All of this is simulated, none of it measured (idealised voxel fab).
The process module presented herein is designated voxel tone inversion.
175 nm wide, 5 nm square cells: that's cross-section cut.
Heads up, the way a cross-section reads in here is a grid of square cells, handed over as bands from the top down, with every band being one or more rows of cells. For a band, the entry starts with two heights in nm, that of the top and then that of the bottom, and carries on with the band's materials in order from left to right, each alongside its width in nm; the word "everywhere" beside a single material means it fills the band edge to edge, and "blank" means empty space. Height 0 is the level under which the wafer as received is all one material. The lowest band goes on downwards, as in "z 0 and below". Width spec "30 to 40" -> top row of cells at first value, bottom row at second value, equal per-row change in between. Basically "remains unaltered" means that step didn't change any cell in the cross-section. If an empty space has no open way to the top and is at least 8 cells in size, "Closed void register" lists it, written width x height at distance, where distance is measured from the left edge and every value is in nm. What comes after the settings on a step's line is commentary from the simulator itself on that step. overlay nm: mask offset rightward from planned place, masked step; negative means leftward offset.

The following list gives the planned process steps
| 1 | RECEIVE, material Si |
| 2 | CONFORMAL_DEP, material SiCN, thk nm 10 |
| 3 | DIRECTIONAL_DEP, material polySi, thk nm 25 |
| 4 | PATTERN, tone cover, mask id POSTS, material resist, width nm 25, pitch nm 45, thk nm 30, overlay nm 0 |
| 5 | DIRECTIONAL_ETCH, etch materials polySi, depth nm 25 |
| 6 | STRIP, etch materials resist |
| 7 | FILL_DEP, material lowk, thk nm 5 |
| 8 | CMP, height nm 35 |
| 9 | STRIP, etch materials polySi |

Cross-section of the wafer as it came to us, i.e., already through step 1
- z 0 and below: Si everywhere
- Closed void register: none

Cross-section, first of two wafers, end of module, run as planned
- z 35 to 10: lowk: 30; blank: 25; lowk: 20; blank: 25; lowk: 20; blank: 25; lowk: 30
- z 10 to 0: SiCN everywhere
- z 0 and below: Si everywhere
- Closed void register: none

Second wafer cross-section at end of module - shared start and plan with the first, one mistake in the run
- z 35 to 10: lowk: 35; blank: 15; lowk: 30; blank: 15; lowk: 30; blank: 15; lowk: 35
- z 10 to 0: SiCN everywhere
- z 0 and below: Si everywhere
- Closed void register: none
Which mistake was made when the wafer was run? step 4 changed vs plan, executed as PATTERN, tone cover, mask id POSTS, material resist, width nm 15, pitch nm 45, thk nm 30, overlay nm 0
FYI, end of process, the second wafer has more or fewer cells of some materials than the first: lowk +30
